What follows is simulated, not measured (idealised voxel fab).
A process module follows: voxel transistor to metal.
The figure presents cross-section cut, which has a width of 295 nm and is divided into square cells with an edge length of 5 nm.
A cross-section in this document is a grid of square cells, and it is written down as bands, the top band listed before the ones below it; a band is made up of one or more rows of cells.
Look at the band entry: it leads with the top's height and the bottom's height in nm. Then it lists the materials left to right, with a width in nm for each. The word "everywhere" on a single material says that material fills the band edge to edge. The word "air" is empty space.
Heights from 0 (as-received wafer is one material below). Bottom band endless downward, as "from 0 down".
It should be noted that a width expressed as "30..40" varies in equal increments from row to row of cells within the band, taking the value of the first number at the top row and that of the second number at the bottom row.
Any step labelled "no change occurred" changed none of the cells in the cross-section.
This entry, "closed voids", enumerates those empty regions of no fewer than 8 cells that possess no open connection to the top. Each region is reported in the form width x height at distance, the distance being taken from the left edge, with all three quantities expressed in nm.
Where a step's line continues beyond its settings, the continuation is a remark by the simulator itself on that step.
Steps that use a mask can have "overlay nm" on their line. It says how far the mask sat to the right of where it was meant to be. Negative means to the left.
Before/after cross-section pairs, one process step each; after shown to lowest changed band; step and settings beneath. Pairs may be from different runs of this module on the same starting wafer; a pair continues from the one above only where its "Prior to processing" entry says so.
[Prior to processing]
* from 105 to 90 = 30 nm lowk; 20 nm air; 115 nm lowk; 20 nm air; 110 nm lowk
* from 90 to 80 = 30 nm lowk; 15 nm air; 120 nm lowk; 15 nm air; 115 nm lowk
* from 80 to 75 = 30 nm SiCN; 15 nm air; 120 nm SiCN; 15 nm air; 115 nm SiCN
* from 75 to 55 = 25 nm lowk; 5 nm SiN; 20 nm Ru; 5 nm SiN; 45 nm lowk; 5 nm SiN; 20 nm Ru; 5 nm SiN; 30 nm lowk; 5 nm SiN; 20 nm Ru; 5 nm SiN; 45 nm lowk; 5 nm SiN; 20 nm Ru; 5 nm SiN; 30 nm lowk
* from 55 to 50 = 30 nm SiN; 20 nm TiN; 55 nm SiN; 20 nm TiN; 40 nm SiN; 20 nm TiN; 55 nm SiN; 20 nm TiN; 35 nm SiN
* from 50 to 40 = 30 nm SiO2; 5 nm TiN; 20 nm W; 5 nm TiN; 35 nm SiO2; 5 nm TiN; 20 nm W; 5 nm TiN; 40 nm SiO2; 5 nm TiN; 20 nm W; 5 nm TiN; 35 nm SiO2; 5 nm TiN; 20 nm W; 5 nm TiN; 35 nm SiO2
* from 40 to 35 = 30 nm SiO2; 5 nm TiN; 10 nm W; 15 nm TiN; 35 nm SiO2; 15 nm TiN; 10 nm W; 5 nm TiN; 40 nm SiO2; 5 nm TiN; 10 nm W; 15 nm TiN; 35 nm SiO2; 15 nm TiN; 10 nm W; 5 nm TiN; 35 nm SiO2
* from 35 to 25 = 30 nm SiO2; 5 nm TiN; 10 nm W; 5 nm TiN; 10 nm SiN; 5 nm SiO2; 25 nm SiCN; 5 nm SiO2; 10 nm SiN; 5 nm TiN; 10 nm W; 5 nm TiN; 40 nm SiO2; 5 nm TiN; 10 nm W; 5 nm TiN; 10 nm SiN; 5 nm SiO2; 25 nm SiCN; 5 nm SiO2; 10 nm SiN; 5 nm TiN; 10 nm W; 5 nm TiN; 35 nm SiO2
* from 25 to 15 = 30 nm SiO2; 5 nm TiN; 10 nm W; 5 nm TiN; 10 nm SiN; 5 nm SiO2; 25 nm polySi; 5 nm SiO2; 10 nm SiN; 5 nm TiN; 10 nm W; 5 nm TiN; 40 nm SiO2; 5 nm TiN; 10 nm W; 5 nm TiN; 10 nm SiN; 5 nm SiO2; 25 nm polySi; 5 nm SiO2; 10 nm SiN; 5 nm TiN; 10 nm W; 5 nm TiN; 35 nm SiO2
* from 15 to 10 = 30 nm SiO2; 20 nm TiN; 10 nm SiN; 5 nm SiO2; 25 nm polySi; 5 nm SiO2; 10 nm SiN; 20 nm TiN; 40 nm SiO2; 20 nm TiN; 10 nm SiN; 5 nm SiO2; 25 nm polySi; 5 nm SiO2; 10 nm SiN; 20 nm TiN; 35 nm SiO2
* from 10 to 0 = 30 nm SiO2; 5 nm TiN; 15 nm nSi; 10 nm SiN; 5 nm SiO2; 25 nm polySi; 5 nm SiO2; 10 nm SiN; 15 nm nSi; 5 nm TiN; 40 nm SiO2; 5 nm TiN; 15 nm nSi; 10 nm SiN; 5 nm SiO2; 25 nm polySi; 5 nm SiO2; 10 nm SiN; 15 nm nSi; 5 nm TiN; 35 nm SiO2
* from 0 to -5 = 10 nm SiO2; 15 nm SiN; 5 nm SiO2; 5 nm TiN; 15 nm nSi; 55 nm SiO2; 15 nm nSi; 5 nm TiN; 5 nm SiO2; 10 nm SiN; 10 nm SiO2; 10 nm SiN; 5 nm SiO2; 5 nm TiN; 15 nm nSi; 55 nm SiO2; 15 nm nSi; 5 nm TiN; 5 nm SiO2; 15 nm SiN; 15 nm SiO2
* from -5 to -15 = 10 nm SiO2; 15 nm SiN; 10 nm SiO2; 15 nm nSi; 55 nm Si; 15 nm nSi; 10 nm SiO2; 10 nm SiN; 10 nm SiO2; 10 nm SiN; 10 nm SiO2; 15 nm nSi; 55 nm Si; 15 nm nSi; 10 nm SiO2; 15 nm SiN; 15 nm SiO2
* from -15 to -20 = 35 nm SiO2; 15 nm nSi; 55 nm Si; 15 nm nSi; 50 nm SiO2; 15 nm nSi; 55 nm Si; 15 nm nSi; 40 nm SiO2
* from -20 to -35 = 30 nm SiO2; 95 nm Si; 40 nm SiO2; 95 nm Si; 35 nm SiO2
* from -35 down = Si everywhere
* closed voids: none
[Cross-Section After Step]
* from 110 to 105 = 35 nm TiN; 10 nm air; 125 nm TiN; 10 nm air; 115 nm TiN
* from 105 to 95 = 30 nm lowk; 5 nm TiN; 10 nm air; 5 nm TiN; 115 nm lowk; 5 nm TiN; 10 nm air; 5 nm TiN; 110 nm lowk
* from 95 to 90 = 30 nm lowk; 5 nm TiN; 5 nm air; 10 nm TiN; 115 nm lowk; 5 nm TiN; 5 nm air; 10 nm TiN; 110 nm lowk
* from 90 to 80 = 30 nm lowk; 5 nm TiN; 5 nm air; 5 nm TiN; 120 nm lowk; 5 nm TiN; 5 nm air; 5 nm TiN; 115 nm lowk
* from 80 to 75 = 30 nm SiCN; 15 nm TiN; 120 nm SiCN; 15 nm TiN; 115 nm SiCN
* Below 75 it's all the same as before, nothing changed down there.
* closed voids: none
Which step turns the before cross-section above into the after cross-section? CONFORMAL_DEP, material TiN, thk nm 5
Prior to processing: look at the pair above, its after cross-section is where this step starts.
[Cross-Section After Step]
* from 115 to 110 = Cu everywhere
* from 110 to 105 = 35 nm TiN; 10 nm Cu; 125 nm TiN; 10 nm Cu; 115 nm TiN
* from 105 to 95 = 30 nm lowk; 5 nm TiN; 10 nm Cu; 5 nm TiN; 115 nm lowk; 5 nm TiN; 10 nm Cu; 5 nm TiN; 110 nm lowk
* from 95 to 90 = 30 nm lowk; 5 nm TiN; 5 nm Cu; 10 nm TiN; 115 nm lowk; 5 nm TiN; 5 nm Cu; 10 nm TiN; 110 nm lowk
* from 90 to 80 = 30 nm lowk; 5 nm TiN; 5 nm Cu; 5 nm TiN; 120 nm lowk; 5 nm TiN; 5 nm Cu; 5 nm TiN; 115 nm lowk
* Below 80 it's all the same as before, nothing changed down there.
* closed voids: none
Which step turns the before cross-section above into the after cross-section? FILL_DEP, material Cu, thk nm 5
Prior to processing: look at the pair above, its after cross-section is where this step starts.
[Cross-Section After Step]
* from 105 to 95 = 30 nm lowk; 5 nm TiN; 10 nm Cu; 5 nm TiN; 115 nm lowk; 5 nm TiN; 10 nm Cu; 5 nm TiN; 110 nm lowk
* Below 95 it's all the same as before, nothing changed down there.
* closed voids: none
Which step turns the before cross-section above into the after cross-section? CMP, height nm 105
Prior to processing: look at the pair above, its after cross-section is where this step starts.
[Cross-Section After Step]
* from 110 to 105 = SiCN everywhere
* Below 105 it's all the same as before, nothing changed down there.
* closed voids: none
Which step turns the before cross-section above into the after cross-section? CONFORMAL_DEP, material SiCN, thk nm 5
[Prior to processing]
* from 35 to 30 = 50 nm air; 10 nm SiN; 5 nm air; 25 nm SiCN; 5 nm air; 10 nm SiN; 80 nm air; 10 nm SiN; 5 nm air; 25 nm SiCN; 5 nm air; 10 nm SiN; 55 nm air
* from 30 to 25 = 50 nm air; 10 nm SiN; 5 nm SiO2; 25 nm SiCN; 5 nm SiO2; 10 nm SiN; 80 nm air; 10 nm SiN; 5 nm SiO2; 25 nm SiCN; 5 nm SiO2; 10 nm SiN; 55 nm air
* from 25 to 0 = 50 nm air; 10 nm SiN; 5 nm SiO2; 25 nm polySi; 5 nm SiO2; 10 nm SiN; 80 nm air; 10 nm SiN; 5 nm SiO2; 25 nm polySi; 5 nm SiO2; 10 nm SiN; 55 nm air
* from 0 to -5 = 50 nm air; 55 nm SiO2; 80 nm air; 55 nm SiO2; 55 nm air
* from -5 to -35 = 30 nm SiO2; 95 nm Si; 40 nm SiO2; 95 nm Si; 35 nm SiO2
* from -35 down = Si everywhere
* closed voids: none
[Cross-Section After Step]
* from 35 to 30 = 50 nm air; 10 nm SiN; 5 nm air; 25 nm SiCN; 5 nm air; 10 nm SiN; 80 nm air; 10 nm SiN; 5 nm air; 25 nm SiCN; 5 nm air; 10 nm SiN; 55 nm air
* from 30 to 25 = 50 nm air; 10 nm SiN; 5 nm SiO2; 25 nm SiCN; 5 nm SiO2; 10 nm SiN; 80 nm air; 10 nm SiN; 5 nm SiO2; 25 nm SiCN; 5 nm SiO2; 10 nm SiN; 55 nm air
* from 25 to 0 = 50 nm air; 10 nm SiN; 5 nm SiO2; 25 nm polySi; 5 nm SiO2; 10 nm SiN; 80 nm air; 10 nm SiN; 5 nm SiO2; 25 nm polySi; 5 nm SiO2; 10 nm SiN; 55 nm air
* from 0 to -5 = 50 nm air; 55 nm SiO2; 80 nm air; 55 nm SiO2; 55 nm air
* from -5 to -25 = 30 nm SiO2; 20 nm air; 55 nm Si; 20 nm air; 40 nm SiO2; 20 nm air; 55 nm Si; 20 nm air; 35 nm SiO2
* Below -25 it's all the same as before, nothing changed down there.
* closed voids: none
Which step turns the before cross-section above into the after cross-section? DIRECTIONAL_ETCH, etch materials Si, depth nm 20
Prior to processing: look at the pair above, its after cross-section is where this step starts.
[Cross-Section After Step]
* from 35 to 30 = 50 nm air; 10 nm SiN; 5 nm air; 25 nm SiCN; 5 nm air; 10 nm SiN; 80 nm air; 10 nm SiN; 5 nm air; 25 nm SiCN; 5 nm air; 10 nm SiN; 55 nm air
* from 30 to 25 = 50 nm air; 10 nm SiN; 5 nm SiO2; 25 nm SiCN; 5 nm SiO2; 10 nm SiN; 80 nm air; 10 nm SiN; 5 nm SiO2; 25 nm SiCN; 5 nm SiO2; 10 nm SiN; 55 nm air
* from 25 to 10 = 50 nm air; 10 nm SiN; 5 nm SiO2; 25 nm polySi; 5 nm SiO2; 10 nm SiN; 80 nm air; 10 nm SiN; 5 nm SiO2; 25 nm polySi; 5 nm SiO2; 10 nm SiN; 55 nm air
* from 10 to 0 = 35 nm air; 15 nm nSi; 10 nm SiN; 5 nm SiO2; 25 nm polySi; 5 nm SiO2; 10 nm SiN; 15 nm nSi; 50 nm air; 15 nm nSi; 10 nm SiN; 5 nm SiO2; 25 nm polySi; 5 nm SiO2; 10 nm SiN; 15 nm nSi; 40 nm air
* from 0 to -5 = 35 nm air; 15 nm nSi; 55 nm SiO2; 15 nm nSi; 50 nm air; 15 nm nSi; 55 nm SiO2; 15 nm nSi; 40 nm air
* from -5 to -10 = 30 nm SiO2; 5 nm air; 15 nm nSi; 55 nm Si; 15 nm nSi; 5 nm air; 40 nm SiO2; 5 nm air; 15 nm nSi; 55 nm Si; 15 nm nSi; 5 nm air; 35 nm SiO2
* from -10 to -25 = 30 nm SiO2; 20 nm nSi; 55 nm Si; 20 nm nSi; 40 nm SiO2; 20 nm nSi; 55 nm Si; 20 nm nSi; 35 nm SiO2
* Below -25 it's all the same as before, nothing changed down there.
* closed voids: none
Which step turns the before cross-section above into the after cross-section? EPI, material nSi, thk nm 15
Prior to processing: look at the pair above, its after cross-section is where this step starts.
[Cross-Section After Step]
* from 45 to 35 = SiO2 everywhere
* from 35 to 25 = 50 nm SiO2; 10 nm SiN; 5 nm SiO2; 25 nm SiCN; 5 nm SiO2; 10 nm SiN; 80 nm SiO2; 10 nm SiN; 5 nm SiO2; 25 nm SiCN; 5 nm SiO2; 10 nm SiN; 55 nm SiO2
* from 25 to 10 = 50 nm SiO2; 10 nm SiN; 5 nm SiO2; 25 nm polySi; 5 nm SiO2; 10 nm SiN; 80 nm SiO2; 10 nm SiN; 5 nm SiO2; 25 nm polySi; 5 nm SiO2; 10 nm SiN; 55 nm SiO2
* from 10 to 0 = 35 nm SiO2; 15 nm nSi; 10 nm SiN; 5 nm SiO2; 25 nm polySi; 5 nm SiO2; 10 nm SiN; 15 nm nSi; 50 nm SiO2; 15 nm nSi; 10 nm SiN; 5 nm SiO2; 25 nm polySi; 5 nm SiO2; 10 nm SiN; 15 nm nSi; 40 nm SiO2
* from 0 to -5 = 35 nm SiO2; 15 nm nSi; 55 nm SiO2; 15 nm nSi; 50 nm SiO2; 15 nm nSi; 55 nm SiO2; 15 nm nSi; 40 nm SiO2
* from -5 to -10 = 35 nm SiO2; 15 nm nSi; 55 nm Si; 15 nm nSi; 50 nm SiO2; 15 nm nSi; 55 nm Si; 15 nm nSi; 40 nm SiO2
* Below -10 it's all the same as before, nothing changed down there.
* closed voids: none
Which step turns the before cross-section above into the after cross-section? FILL_DEP, material SiO2, thk nm 10
Prior to processing: look at the pair above, its after cross-section is where this step starts.
[Cross-Section After Step]
* from 35 to 25 = 50 nm SiO2; 10 nm SiN; 5 nm SiO2; 25 nm SiCN; 5 nm SiO2; 10 nm SiN; 80 nm SiO2; 10 nm SiN; 5 nm SiO2; 25 nm SiCN; 5 nm SiO2; 10 nm SiN; 55 nm SiO2
* Below 25 it's all the same as before, nothing changed down there.
* closed voids: none
Which step turns the before cross-section above into the after cross-section? CMP, height nm 35
Prior to processing: look at the pair above, its after cross-section is where this step starts.
[Cross-Section After Step]
* from 50 to 35 = SiO2 everywhere
* Below 35 it's all the same as before, nothing changed down there.
* closed voids: none
Which step turns the before cross-section above into the after cross-section? DIRECTIONAL_DEP, material SiO2, thk nm 15
Prior to processing: look at the pair above, its after cross-section is where this step starts.
[Cross-Section After Step]
* from 65 to 50 = aC everywhere
* Below 50 it's all the same as before, nothing changed down there.
* closed voids: none
Which step turns the before cross-section above into the after cross-section? DIRECTIONAL_DEP, material aC, thk nm 15
Prior to processing: look at the pair above, its after cross-section is where this step starts.
[Cross-Section After Step]
* from 95 to 65 = 30 nm resist; 30 nm air; 35 nm resist; 30 nm air; 40 nm resist; 30 nm air; 35 nm resist; 30 nm air; 35 nm resist
* Below 65 it's all the same as before, nothing changed down there.
* closed voids: none
Which step turns the before cross-section above into the after cross-section? PATTERN, tone open, mask id CONTACT, material resist, width nm 30, thk nm 30, overlay nm 0
Prior to processing: look at the pair above, its after cross-section is where this step starts.
[Cross-Section After Step]
* from 80 to 65 = 30 nm resist; 30 nm air; 35 nm resist; 30 nm air; 40 nm resist; 30 nm air; 35 nm resist; 30 nm air; 35 nm resist
* from 65 to 50 = 30 nm aC; 30 nm air; 35 nm aC; 30 nm air; 40 nm aC; 30 nm air; 35 nm aC; 30 nm air; 35 nm aC
* Below 50 it's all the same as before, nothing changed down there.
* closed voids: none
Which step turns the before cross-section above into the after cross-section? DIRECTIONAL_ETCH, etch materials aC, depth nm 15
Prior to processing: look at the pair above, its after cross-section is where this step starts.
[Cross-Section After Step]
* from 65 to 50 = 30 nm aC; 30 nm air; 35 nm aC; 30 nm air; 40 nm aC; 30 nm air; 35 nm aC; 30 nm air; 35 nm aC
* Below 50 it's all the same as before, nothing changed down there.
* closed voids: none
Which step turns the before cross-section above into the after cross-section? STRIP, etch materials resist
Prior to processing: look at the pair above, its after cross-section is where this step starts.
[Cross-Section After Step]
* from 65 to 50 = 30 nm aC; 30 nm air; 35 nm aC; 30 nm air; 40 nm aC; 30 nm air; 35 nm aC; 30 nm air; 35 nm aC
* from 50 to 35 = 30 nm SiO2; 30 nm air; 35 nm SiO2; 30 nm air; 40 nm SiO2; 30 nm air; 35 nm SiO2; 30 nm air; 35 nm SiO2
* from 35 to 25 = 30 nm SiO2; 20 nm air; 10 nm SiN; 5 nm SiO2; 25 nm SiCN; 5 nm SiO2; 10 nm SiN; 20 nm air; 40 nm SiO2; 20 nm air; 10 nm SiN; 5 nm SiO2; 25 nm SiCN; 5 nm SiO2; 10 nm SiN; 20 nm air; 35 nm SiO2
* from 25 to 10 = 30 nm SiO2; 20 nm air; 10 nm SiN; 5 nm SiO2; 25 nm polySi; 5 nm SiO2; 10 nm SiN; 20 nm air; 40 nm SiO2; 20 nm air; 10 nm SiN; 5 nm SiO2; 25 nm polySi; 5 nm SiO2; 10 nm SiN; 20 nm air; 35 nm SiO2
* from 10 to 0 = 30 nm SiO2; 5 nm air; 15 nm nSi; 10 nm SiN; 5 nm SiO2; 25 nm polySi; 5 nm SiO2; 10 nm SiN; 15 nm nSi; 5 nm air; 40 nm SiO2; 5 nm air; 15 nm nSi; 10 nm SiN; 5 nm SiO2; 25 nm polySi; 5 nm SiO2; 10 nm SiN; 15 nm nSi; 5 nm air; 35 nm SiO2
* from 0 to -5 = 30 nm SiO2; 5 nm air; 15 nm nSi; 55 nm SiO2; 15 nm nSi; 5 nm air; 40 nm SiO2; 5 nm air; 15 nm nSi; 55 nm SiO2; 15 nm nSi; 5 nm air; 35 nm SiO2
* Below -5 it's all the same as before, nothing changed down there.
* closed voids: none
Which step turns the before cross-section above into the after cross-section? DIRECTIONAL_ETCH, etch materials SiO2, depth nm 55
Prior to processing: look at the pair above, its after cross-section is where this step starts.
[Cross-Section After Step]
* from 50 to 35 = 30 nm SiO2; 30 nm air; 35 nm SiO2; 30 nm air; 40 nm SiO2; 30 nm air; 35 nm SiO2; 30 nm air; 35 nm SiO2
* Below 35 it's all the same as before, nothing changed down there.
* closed voids: none
Which step turns the before cross-section above into the after cross-section? STRIP, etch materials aC
Prior to processing: look at the pair above, its after cross-section is where this step starts.
[Cross-Section After Step]
* from 55 to 50 = 35 nm TiN; 20 nm air; 45 nm TiN; 20 nm air; 50 nm TiN; 20 nm air; 45 nm TiN; 20 nm air; 40 nm TiN
* from 50 to 40 = 30 nm SiO2; 5 nm TiN; 20 nm air; 5 nm TiN; 35 nm SiO2; 5 nm TiN; 20 nm air; 5 nm TiN; 40 nm SiO2; 5 nm TiN; 20 nm air; 5 nm TiN; 35 nm SiO2; 5 nm TiN; 20 nm air; 5 nm TiN; 35 nm SiO2
* from 40 to 35 = 30 nm SiO2; 5 nm TiN; 10 nm air; 15 nm TiN; 35 nm SiO2; 15 nm TiN; 10 nm air; 5 nm TiN; 40 nm SiO2; 5 nm TiN; 10 nm air; 15 nm TiN; 35 nm SiO2; 15 nm TiN; 10 nm air; 5 nm TiN; 35 nm SiO2
* from 35 to 25 = 30 nm SiO2; 5 nm TiN; 10 nm air; 5 nm TiN; 10 nm SiN; 5 nm SiO2; 25 nm SiCN; 5 nm SiO2; 10 nm SiN; 5 nm TiN; 10 nm air; 5 nm TiN; 40 nm SiO2; 5 nm TiN; 10 nm air; 5 nm TiN; 10 nm SiN; 5 nm SiO2; 25 nm SiCN; 5 nm SiO2; 10 nm SiN; 5 nm TiN; 10 nm air; 5 nm TiN; 35 nm SiO2
* from 25 to 15 = 30 nm SiO2; 5 nm TiN; 10 nm air; 5 nm TiN; 10 nm SiN; 5 nm SiO2; 25 nm polySi; 5 nm SiO2; 10 nm SiN; 5 nm TiN; 10 nm air; 5 nm TiN; 40 nm SiO2; 5 nm TiN; 10 nm air; 5 nm TiN; 10 nm SiN; 5 nm SiO2; 25 nm polySi; 5 nm SiO2; 10 nm SiN; 5 nm TiN; 10 nm air; 5 nm TiN; 35 nm SiO2
* from 15 to 10 = 30 nm SiO2; 20 nm TiN; 10 nm SiN; 5 nm SiO2; 25 nm polySi; 5 nm SiO2; 10 nm SiN; 20 nm TiN; 40 nm SiO2; 20 nm TiN; 10 nm SiN; 5 nm SiO2; 25 nm polySi; 5 nm SiO2; 10 nm SiN; 20 nm TiN; 35 nm SiO2
* from 10 to 0 = 30 nm SiO2; 5 nm TiN; 15 nm nSi; 10 nm SiN; 5 nm SiO2; 25 nm polySi; 5 nm SiO2; 10 nm SiN; 15 nm nSi; 5 nm TiN; 40 nm SiO2; 5 nm TiN; 15 nm nSi; 10 nm SiN; 5 nm SiO2; 25 nm polySi; 5 nm SiO2; 10 nm SiN; 15 nm nSi; 5 nm TiN; 35 nm SiO2
* from 0 to -5 = 30 nm SiO2; 5 nm TiN; 15 nm nSi; 55 nm SiO2; 15 nm nSi; 5 nm TiN; 40 nm SiO2; 5 nm TiN; 15 nm nSi; 55 nm SiO2; 15 nm nSi; 5 nm TiN; 35 nm SiO2
* Below -5 it's all the same as before, nothing changed down there.
* closed voids: none
Which step turns the before cross-section above into the after cross-section? CONFORMAL_DEP, material TiN, thk nm 5
Prior to processing: look at the pair above, its after cross-section is where this step starts.
[Cross-Section After Step]
* from 60 to 55 = W everywhere
* from 55 to 50 = 35 nm TiN; 20 nm W; 45 nm TiN; 20 nm W; 50 nm TiN; 20 nm W; 45 nm TiN; 20 nm W; 40 nm TiN
* from 50 to 40 = 30 nm SiO2; 5 nm TiN; 20 nm W; 5 nm TiN; 35 nm SiO2; 5 nm TiN; 20 nm W; 5 nm TiN; 40 nm SiO2; 5 nm TiN; 20 nm W; 5 nm TiN; 35 nm SiO2; 5 nm TiN; 20 nm W; 5 nm TiN; 35 nm SiO2
* from 40 to 35 = 30 nm SiO2; 5 nm TiN; 10 nm W; 15 nm TiN; 35 nm SiO2; 15 nm TiN; 10 nm W; 5 nm TiN; 40 nm SiO2; 5 nm TiN; 10 nm W; 15 nm TiN; 35 nm SiO2; 15 nm TiN; 10 nm W; 5 nm TiN; 35 nm SiO2
* from 35 to 25 = 30 nm SiO2; 5 nm TiN; 10 nm W; 5 nm TiN; 10 nm SiN; 5 nm SiO2; 25 nm SiCN; 5 nm SiO2; 10 nm SiN; 5 nm TiN; 10 nm W; 5 nm TiN; 40 nm SiO2; 5 nm TiN; 10 nm W; 5 nm TiN; 10 nm SiN; 5 nm SiO2; 25 nm SiCN; 5 nm SiO2; 10 nm SiN; 5 nm TiN; 10 nm W; 5 nm TiN; 35 nm SiO2
* from 25 to 15 = 30 nm SiO2; 5 nm TiN; 10 nm W; 5 nm TiN; 10 nm SiN; 5 nm SiO2; 25 nm polySi; 5 nm SiO2; 10 nm SiN; 5 nm TiN; 10 nm W; 5 nm TiN; 40 nm SiO2; 5 nm TiN; 10 nm W; 5 nm TiN; 10 nm SiN; 5 nm SiO2; 25 nm polySi; 5 nm SiO2; 10 nm SiN; 5 nm TiN; 10 nm W; 5 nm TiN; 35 nm SiO2
* Below 15 it's all the same as before, nothing changed down there.
* closed voids: none
Which step turns the before cross-section above into the after cross-section? FILL_DEP, material W, thk nm 5
Prior to processing: look at the pair above, its after cross-section is where this step starts.
[Cross-Section After Step]
* from 50 to 40 = 30 nm SiO2; 5 nm TiN; 20 nm W; 5 nm TiN; 35 nm SiO2; 5 nm TiN; 20 nm W; 5 nm TiN; 40 nm SiO2; 5 nm TiN; 20 nm W; 5 nm TiN; 35 nm SiO2; 5 nm TiN; 20 nm W; 5 nm TiN; 35 nm SiO2
* Below 40 it's all the same as before, nothing changed down there.
* closed voids: none
Which step turns the before cross-section above into the after cross-section? CMP, height nm 50
Prior to processing: look at the pair above, its after cross-section is where this step starts.
[Cross-Section After Step]
* from 55 to 50 = TiN everywhere
* Below 50 it's all the same as before, nothing changed down there.
* closed voids: none
Which step turns the before cross-section above into the after cross-section? DIRECTIONAL_DEP, material TiN, thk nm 5
Prior to processing: look at the pair above, its after cross-section is where this step starts.
[Cross-Section After Step]
* from 75 to 55 = Ru everywhere
* Below 55 it's all the same as before, nothing changed down there.
* closed voids: none
Which step turns the before cross-section above into the after cross-section? DIRECTIONAL_DEP, material Ru, thk nm 20
Prior to processing: look at the pair above, its after cross-section is where this step starts.
[Cross-Section After Step]
* from 95 to 75 = 30 nm air; 20 nm resist; 55 nm air; 20 nm resist; 40 nm air; 20 nm resist; 55 nm air; 20 nm resist; 35 nm air
* Below 75 it's all the same as before, nothing changed down there.
* closed voids: none
Which step turns the before cross-section above into the after cross-section? PATTERN, tone cover, mask id METAL_1, material resist, width nm 20, thk nm 20, overlay nm 0
Prior to processing: look at the pair above, its after cross-section is where this step starts.
[Cross-Section After Step]
* from 95 to 75 = 30 nm air; 20 nm resist; 55 nm air; 20 nm resist; 40 nm air; 20 nm resist; 55 nm air; 20 nm resist; 35 nm air
* from 75 to 55 = 30 nm air; 20 nm Ru; 55 nm air; 20 nm Ru; 40 nm air; 20 nm Ru; 55 nm air; 20 nm Ru; 35 nm air
* Below 55 it's all the same as before, nothing changed down there.
* closed voids: none
Which step turns the before cross-section above into the after cross-section? DIRECTIONAL_ETCH, etch materials Ru, depth nm 20
Prior to processing: look at the pair above, its after cross-section is where this step starts.
[Cross-Section After Step]
* from 95 to 75 = 30 nm air; 20 nm resist; 55 nm air; 20 nm resist; 40 nm air; 20 nm resist; 55 nm air; 20 nm resist; 35 nm air
* from 75 to 55 = 30 nm air; 20 nm Ru; 55 nm air; 20 nm Ru; 40 nm air; 20 nm Ru; 55 nm air; 20 nm Ru; 35 nm air
* from 55 to 50 = 30 nm air; 20 nm TiN; 55 nm air; 20 nm TiN; 40 nm air; 20 nm TiN; 55 nm air; 20 nm TiN; 35 nm air
* Below 50 it's all the same as before, nothing changed down there.
* closed voids: none
Which step turns the before cross-section above into the after cross-section? DIRECTIONAL_ETCH, etch materials TiN, depth nm 5
Prior to processing: look at the pair above, its after cross-section is where this step starts.
[Cross-Section After Step]
* from 75 to 55 = 30 nm air; 20 nm Ru; 55 nm air; 20 nm Ru; 40 nm air; 20 nm Ru; 55 nm air; 20 nm Ru; 35 nm air
* Below 55 it's all the same as before, nothing changed down there.
* closed voids: none
Which step turns the before cross-section above into the after cross-section? STRIP, etch materials resist
Prior to processing: look at the pair above, its after cross-section is where this step starts.
[Cross-Section After Step]
* from 80 to 75 = 25 nm air; 30 nm SiN; 45 nm air; 30 nm SiN; 30 nm air; 30 nm SiN; 45 nm air; 30 nm SiN; 30 nm air
* from 75 to 55 = 25 nm air; 5 nm SiN; 20 nm Ru; 5 nm SiN; 45 nm air; 5 nm SiN; 20 nm Ru; 5 nm SiN; 30 nm air; 5 nm SiN; 20 nm Ru; 5 nm SiN; 45 nm air; 5 nm SiN; 20 nm Ru; 5 nm SiN; 30 nm air
* from 55 to 50 = 30 nm SiN; 20 nm TiN; 55 nm SiN; 20 nm TiN; 40 nm SiN; 20 nm TiN; 55 nm SiN; 20 nm TiN; 35 nm SiN
* Below 50 it's all the same as before, nothing changed down there.
* closed voids: none
Which step turns the before cross-section above into the after cross-section? CONFORMAL_DEP, material SiN, thk nm 5
Prior to processing: look at the pair above, its after cross-section is where this step starts.
[Cross-Section After Step]
* from 85 to 80 = lowk everywhere
* from 80 to 75 = 25 nm lowk; 30 nm SiN; 45 nm lowk; 30 nm SiN; 30 nm lowk; 30 nm SiN; 45 nm lowk; 30 nm SiN; 30 nm lowk
* from 75 to 55 = 25 nm lowk; 5 nm SiN; 20 nm Ru; 5 nm SiN; 45 nm lowk; 5 nm SiN; 20 nm Ru; 5 nm SiN; 30 nm lowk; 5 nm SiN; 20 nm Ru; 5 nm SiN; 45 nm lowk; 5 nm SiN; 20 nm Ru; 5 nm SiN; 30 nm lowk
* Below 55 it's all the same as before, nothing changed down there.
* closed voids: none
Which step turns the before cross-section above into the after cross-section? FILL_DEP, material lowk, thk nm 5
Prior to processing: look at the pair above, its after cross-section is where this step starts.
[Cross-Section After Step]
* from 75 to 55 = 25 nm lowk; 5 nm SiN; 20 nm Ru; 5 nm SiN; 45 nm lowk; 5 nm SiN; 20 nm Ru; 5 nm SiN; 30 nm lowk; 5 nm SiN; 20 nm Ru; 5 nm SiN; 45 nm lowk; 5 nm SiN; 20 nm Ru; 5 nm SiN; 30 nm lowk
* Below 55 it's all the same as before, nothing changed down there.
* closed voids: none
Which step turns the before cross-section above into the after cross-section? CMP, height nm 75
Prior to processing: look at the pair above, its after cross-section is where this step starts.
[Cross-Section After Step]
* from 80 to 75 = SiCN everywhere
* Below 75 it's all the same as before, nothing changed down there.
* closed voids: none
Which step turns the before cross-section above into the after cross-section? CONFORMAL_DEP, material SiCN, thk nm 5
Prior to processing: look at the pair above, its after cross-section is where this step starts.
[Cross-Section After Step]
* from 105 to 80 = lowk everywhere
* Below 80 it's all the same as before, nothing changed down there.
* closed voids: none
Which step turns the before cross-section above into the after cross-section? DIRECTIONAL_DEP, material lowk, thk nm 25
Prior to processing: look at the pair above, its after cross-section is where this step starts.
[Cross-Section After Step]
* from 120 to 105 = aC everywhere
* Below 105 it's all the same as before, nothing changed down there.
* closed voids: none
Which step turns the before cross-section above into the after cross-section? DIRECTIONAL_DEP, material aC, thk nm 15
Prior to processing: look at the pair above, its after cross-section is where this step starts.
[Cross-Section After Step]
* from 155 to 120 = 30 nm resist; 20 nm air; 115 nm resist; 20 nm air; 110 nm resist
* Below 120 it's all the same as before, nothing changed down there.
* closed voids: none
Which step turns the before cross-section above into the after cross-section? PATTERN, tone open, mask id METAL_2, material resist, width nm 20, pitch nm 135, thk nm 35, overlay nm 0
Prior to processing: look at the pair above, its after cross-section is where this step starts.
[Cross-Section After Step]
* from 140 to 120 = 30 nm resist; 20 nm air; 115 nm resist; 20 nm air; 110 nm resist
* from 120 to 105 = 30 nm aC; 20 nm air; 115 nm aC; 20 nm air; 110 nm aC
* Below 105 it's all the same as before, nothing changed down there.
* closed voids: none
Which step turns the before cross-section above into the after cross-section? DIRECTIONAL_ETCH, etch materials aC, depth nm 15
Prior to processing: look at the pair above, its after cross-section is where this step starts.
[Cross-Section After Step]
* from 120 to 105 = 30 nm aC; 20 nm air; 115 nm aC; 20 nm air; 110 nm aC
* Below 105 it's all the same as before, nothing changed down there.
* closed voids: none
Which step turns the before cross-section above into the after cross-section? STRIP, etch materials resist
